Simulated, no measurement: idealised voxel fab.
process module | voxel capacitor over wiring
cross-section cut | 215 nm wide | cells 5 nm
A cross-section is a grid of square cells, given in bands from the top down. A band is one or more rows of cells.
Each band's line starts with the height of the band's top and of its bottom, in nm. Then come its materials from left to right, each with its width in nm. One material with "throughout" fills the band from edge to edge. "air" is empty space.
Height 0 is the level under which the wafer as received is all one material. The lowest band goes on downwards, as in "0 down".
A width such as "30 to 40" changes by the same amount from each row of cells to the next, from the band's top row to its bottom row.
"no change" after a step means that no cell of the cross-section changed.
closed voids: empty space of 8 cells or more with no open way to the top, each as width x height at its distance from the left edge, in nm
after a step's settings: what the simulator itself notes on the step
overlay nm, on a step with a mask: how far to the right of its planned place the mask lay; to the left if negative
plan
1 op RECEIVE | material Si
2 op CONFORMAL_DEP | material SiO2 | thk nm 15
3 op DIRECTIONAL_DEP | material TiN | thk nm 5
4 op DIRECTIONAL_DEP | material W | thk nm 15
5 op DIRECTIONAL_DEP | material aC | thk nm 15
6 op PATTERN | tone cover | mask id METAL_1 | material resist | width nm 20 | pitch nm 70 | thk nm 35 | overlay nm 0
7 op DIRECTIONAL_ETCH | etch materials aC | depth nm 15
8 op STRIP | etch materials resist
9 op DIRECTIONAL_ETCH | etch materials W | depth nm 15
10 op DIRECTIONAL_ETCH | etch materials TiN | depth nm 5
11 op STRIP | etch materials aC
12 op CONFORMAL_DEP | material SiN | thk nm 5
13 op FILL_DEP | material lowk | thk nm 10
14 op CMP | height nm 35
15 op CONFORMAL_DEP | material SiCN | thk nm 5
16 op DIRECTIONAL_DEP | material lowk | thk nm 20
17 op MASKED_ETCH | tone open | mask id PLUG_1 | width nm 15 | etch materials lowk | depth nm 20 | overlay nm 0
18 op MASKED_ETCH | tone open | mask id PLUG_1 | width nm 15 | etch materials SiCN | depth nm 5 | overlay nm 0
19 op CONFORMAL_DEP | material TiN | thk nm 5
20 op FILL_DEP | material Cu | thk nm 10
21 op CMP | height nm 60
22 op DIRECTIONAL_DEP | material TiN | thk nm 10
23 op DIRECTIONAL_DEP | material HfO2 | thk nm 5
24 op DIRECTIONAL_DEP | material TiN | thk nm 10
25 op PATTERN | tone cover | mask id UPPER_PLATE | material resist | width nm 55 | thk nm 15 | overlay nm 0
26 op DIRECTIONAL_ETCH | etch materials TiN | depth nm 10
27 op DIRECTIONAL_ETCH | etch materials HfO2 | depth nm 5
28 op STRIP | etch materials resist
29 op PATTERN | tone cover | mask id LOWER_PLATE | material resist | width nm 65 | thk nm 20 | overlay nm 0
30 op DIRECTIONAL_ETCH | etch materials TiN | depth nm 10
31 op STRIP | etch materials resist
32 op FILL_DEP | material SiO2 | thk nm 20
33 op CMP | height nm 100
34 op MASKED_ETCH | tone open | mask id PLUG_2 | width nm 15 | etch materials SiO2 | depth nm 15 | overlay nm 0
35 op CONFORMAL_DEP | material TiN | thk nm 5
36 op FILL_DEP | material Cu | thk nm 10
37 op CMP | height nm 100
38 op CONFORMAL_DEP | material SiN | thk nm 5
first wafer, as planned
as received, after step 1
  0 down: Si throughout
  closed voids: none
after step 2
  15 to 0: SiO2 throughout
  below 0: unchanged
after step 3
  20 to 15: TiN throughout
  below 15: unchanged
after step 4
  35 to 20: W throughout
  below 20: unchanged
after step 5
  50 to 35: aC throughout
  below 35: unchanged
after step 6
  85 to 50: air 60 | resist 20 | air 50 | resist 20 | air 65
  below 50: unchanged
after step 7
  70 to 50: air 60 | resist 20 | air 50 | resist 20 | air 65
  50 to 35: air 60 | aC 20 | air 50 | aC 20 | air 65
  below 35: unchanged
after step 8
  50 to 35: air 60 | aC 20 | air 50 | aC 20 | air 65
  below 35: unchanged
after step 9
  50 to 35: air 60 | aC 20 | air 50 | aC 20 | air 65
  35 to 20: air 60 | W 20 | air 50 | W 20 | air 65
  below 20: unchanged
after step 10
  50 to 35: air 60 | aC 20 | air 50 | aC 20 | air 65
  35 to 20: air 60 | W 20 | air 50 | W 20 | air 65
  20 to 15: air 60 | TiN 20 | air 50 | TiN 20 | air 65
  below 15: unchanged
after step 11
  35 to 20: air 60 | W 20 | air 50 | W 20 | air 65
  below 20: unchanged
after step 12
  40 to 35: air 55 | SiN 30 | air 40 | SiN 30 | air 60
  35 to 20: air 55 | SiN 5 | W 20 | SiN 5 | air 40 | SiN 5 | W 20 | SiN 5 | air 60
  20 to 15: SiN 60 | TiN 20 | SiN 50 | TiN 20 | SiN 65
  below 15: unchanged
after step 13
  50 to 40: lowk throughout
  40 to 35: lowk 55 | SiN 30 | lowk 40 | SiN 30 | lowk 60
  35 to 20: lowk 55 | SiN 5 | W 20 | SiN 5 | lowk 40 | SiN 5 | W 20 | SiN 5 | lowk 60
  below 20: unchanged
after step 14
  35 to 20: lowk 55 | SiN 5 | W 20 | SiN 5 | lowk 40 | SiN 5 | W 20 | SiN 5 | lowk 60
  below 20: unchanged
after step 15
  40 to 35: SiCN throughout
  below 35: unchanged
after step 16
  60 to 40: lowk throughout
  below 40: unchanged
after step 17
  60 to 40: lowk 65 | air 15 | lowk 135
  below 40: unchanged
after step 18
  60 to 40: lowk 65 | air 15 | lowk 135
  40 to 35: SiCN 65 | air 15 | SiCN 135
  below 35: unchanged
after step 19
  65 to 60: TiN 70 | air 5 | TiN 140
  60 to 40: lowk 65 | TiN 5 | air 5 | TiN 5 | lowk 135
  40 to 35: SiCN 65 | TiN 15 | SiCN 135
  below 35: unchanged
after step 20
  75 to 65: Cu throughout
  65 to 60: TiN 70 | Cu 5 | TiN 140
  60 to 40: lowk 65 | TiN 5 | Cu 5 | TiN 5 | lowk 135
  below 40: unchanged
after step 21
  60 to 40: lowk 65 | TiN 5 | Cu 5 | TiN 5 | lowk 135
  below 40: unchanged
after step 22
  70 to 60: TiN throughout
  below 60: unchanged
after step 23
  75 to 70: HfO2 throughout
  below 70: unchanged
after step 24
  85 to 75: TiN throughout
  below 75: unchanged
after step 25
  100 to 85: air 65 | resist 55 | air 95
  below 85: unchanged
after step 26
  100 to 85: air 65 | resist 55 | air 95
  85 to 75: air 65 | TiN 55 | air 95
  below 75: unchanged
after step 27
  100 to 85: air 65 | resist 55 | air 95
  85 to 75: air 65 | TiN 55 | air 95
  75 to 70: air 65 | HfO2 55 | air 95
  below 70: unchanged
after step 28
  85 to 75: air 65 | TiN 55 | air 95
  below 75: unchanged
after step 29
  105 to 85: air 60 | resist 65 | air 90
  85 to 75: air 60 | resist 5 | TiN 55 | resist 5 | air 90
  75 to 70: air 60 | resist 5 | HfO2 55 | resist 5 | air 90
  below 70: unchanged
after step 30
  105 to 85: air 60 | resist 65 | air 90
  85 to 75: air 60 | resist 5 | TiN 55 | resist 5 | air 90
  75 to 70: air 60 | resist 5 | HfO2 55 | resist 5 | air 90
  70 to 60: air 60 | TiN 65 | air 90
  below 60: unchanged
after step 31
  85 to 75: air 65 | TiN 55 | air 95
  75 to 70: air 65 | HfO2 55 | air 95
  below 70: unchanged
after step 32
  105 to 85: SiO2 throughout
  85 to 75: SiO2 65 | TiN 55 | SiO2 95
  75 to 70: SiO2 65 | HfO2 55 | SiO2 95
  70 to 60: SiO2 60 | TiN 65 | SiO2 90
  below 60: unchanged
after step 33
  100 to 85: SiO2 throughout
  below 85: unchanged
after step 34
  100 to 85: SiO2 75 | air 15 | SiO2 125
  below 85: unchanged
after step 35
  105 to 100: TiN 80 | air 5 | TiN 130
  100 to 90: SiO2 75 | TiN 5 | air 5 | TiN 5 | SiO2 125
  90 to 85: SiO2 75 | TiN 15 | SiO2 125
  below 85: unchanged
after step 36
  115 to 105: Cu throughout
  105 to 100: TiN 80 | Cu 5 | TiN 130
  100 to 90: SiO2 75 | TiN 5 | Cu 5 | TiN 5 | SiO2 125
  below 90: unchanged
after step 37
  100 to 90: SiO2 75 | TiN 5 | Cu 5 | TiN 5 | SiO2 125
  below 90: unchanged
after step 38
  105 to 100: SiN throughout
  below 100: unchanged
second wafer: like start, like plan, one mistake. Through step 12 it matches the first wafer
when step 13 should have ended
  50 to 40: Cu throughout
  40 to 35: Cu 55 | SiN 30 | Cu 40 | SiN 30 | Cu 60
  35 to 20: Cu 55 | SiN 5 | W 20 | SiN 5 | Cu 40 | SiN 5 | W 20 | SiN 5 | Cu 60
  below 20: unchanged
when step 14 should have ended
  35 to 20: Cu 55 | SiN 5 | W 20 | SiN 5 | Cu 40 | SiN 5 | W 20 | SiN 5 | Cu 60
  below 20: unchanged
when step 15 should have ended
  40 to 35: SiCN throughout
  below 35: unchanged
when step 16 should have ended
  60 to 40: lowk throughout
  below 40: unchanged
when step 17 should have ended
  60 to 40: lowk 65 | air 15 | lowk 135
  below 40: unchanged
when step 18 should have ended
  60 to 40: lowk 65 | air 15 | lowk 135
  40 to 35: SiCN 65 | air 15 | SiCN 135
  below 35: unchanged
when step 19 should have ended
  65 to 60: TiN 70 | air 5 | TiN 140
  60 to 40: lowk 65 | TiN 5 | air 5 | TiN 5 | lowk 135
  40 to 35: SiCN 65 | TiN 15 | SiCN 135
  below 35: unchanged
when step 20 should have ended
  75 to 65: Cu throughout
  65 to 60: TiN 70 | Cu 5 | TiN 140
  60 to 40: lowk 65 | TiN 5 | Cu 5 | TiN 5 | lowk 135
  below 40: unchanged
when step 21 should have ended
  60 to 40: lowk 65 | TiN 5 | Cu 5 | TiN 5 | lowk 135
  below 40: unchanged
when step 22 should have ended
  70 to 60: TiN throughout
  below 60: unchanged
when step 23 should have ended
  75 to 70: HfO2 throughout
  below 70: unchanged
when step 24 should have ended
  85 to 75: TiN throughout
  below 75: unchanged
when step 25 should have ended
  100 to 85: air 65 | resist 55 | air 95
  below 85: unchanged
when step 26 should have ended
  100 to 85: air 65 | resist 55 | air 95
  85 to 75: air 65 | TiN 55 | air 95
  below 75: unchanged
when step 27 should have ended
  100 to 85: air 65 | resist 55 | air 95
  85 to 75: air 65 | TiN 55 | air 95
  75 to 70: air 65 | HfO2 55 | air 95
  below 70: unchanged
when step 28 should have ended
  85 to 75: air 65 | TiN 55 | air 95
  below 75: unchanged
when step 29 should have ended
  105 to 85: air 60 | resist 65 | air 90
  85 to 75: air 60 | resist 5 | TiN 55 | resist 5 | air 90
  75 to 70: air 60 | resist 5 | HfO2 55 | resist 5 | air 90
  below 70: unchanged
when step 30 should have ended
  105 to 85: air 60 | resist 65 | air 90
  85 to 75: air 60 | resist 5 | TiN 55 | resist 5 | air 90
  75 to 70: air 60 | resist 5 | HfO2 55 | resist 5 | air 90
  70 to 60: air 60 | TiN 65 | air 90
  below 60: unchanged
when step 31 should have ended
  85 to 75: air 65 | TiN 55 | air 95
  75 to 70: air 65 | HfO2 55 | air 95
  below 70: unchanged
when step 32 should have ended
  105 to 85: SiO2 throughout
  85 to 75: SiO2 65 | TiN 55 | SiO2 95
  75 to 70: SiO2 65 | HfO2 55 | SiO2 95
  70 to 60: SiO2 60 | TiN 65 | SiO2 90
  below 60: unchanged
when step 33 should have ended
  100 to 85: SiO2 throughout
  below 85: unchanged
when step 34 should have ended
  100 to 85: SiO2 75 | air 15 | SiO2 125
  below 85: unchanged
when step 35 should have ended
  105 to 100: TiN 80 | air 5 | TiN 130
  100 to 90: SiO2 75 | TiN 5 | air 5 | TiN 5 | SiO2 125
  90 to 85: SiO2 75 | TiN 15 | SiO2 125
  below 85: unchanged
when step 36 should have ended
  115 to 105: Cu throughout
  105 to 100: TiN 80 | Cu 5 | TiN 130
  100 to 90: SiO2 75 | TiN 5 | Cu 5 | TiN 5 | SiO2 125
  below 90: unchanged
when step 37 should have ended
  100 to 90: SiO2 75 | TiN 5 | Cu 5 | TiN 5 | SiO2 125
  below 90: unchanged
when step 38 should have ended
  105 to 100: SiN throughout
  below 100: unchanged
what went wrong: step 13 ran as: op FILL_DEP | material Cu | thk nm 10
at the end the second wafer has, in cells: 93 more of Cu | 93 fewer of lowk
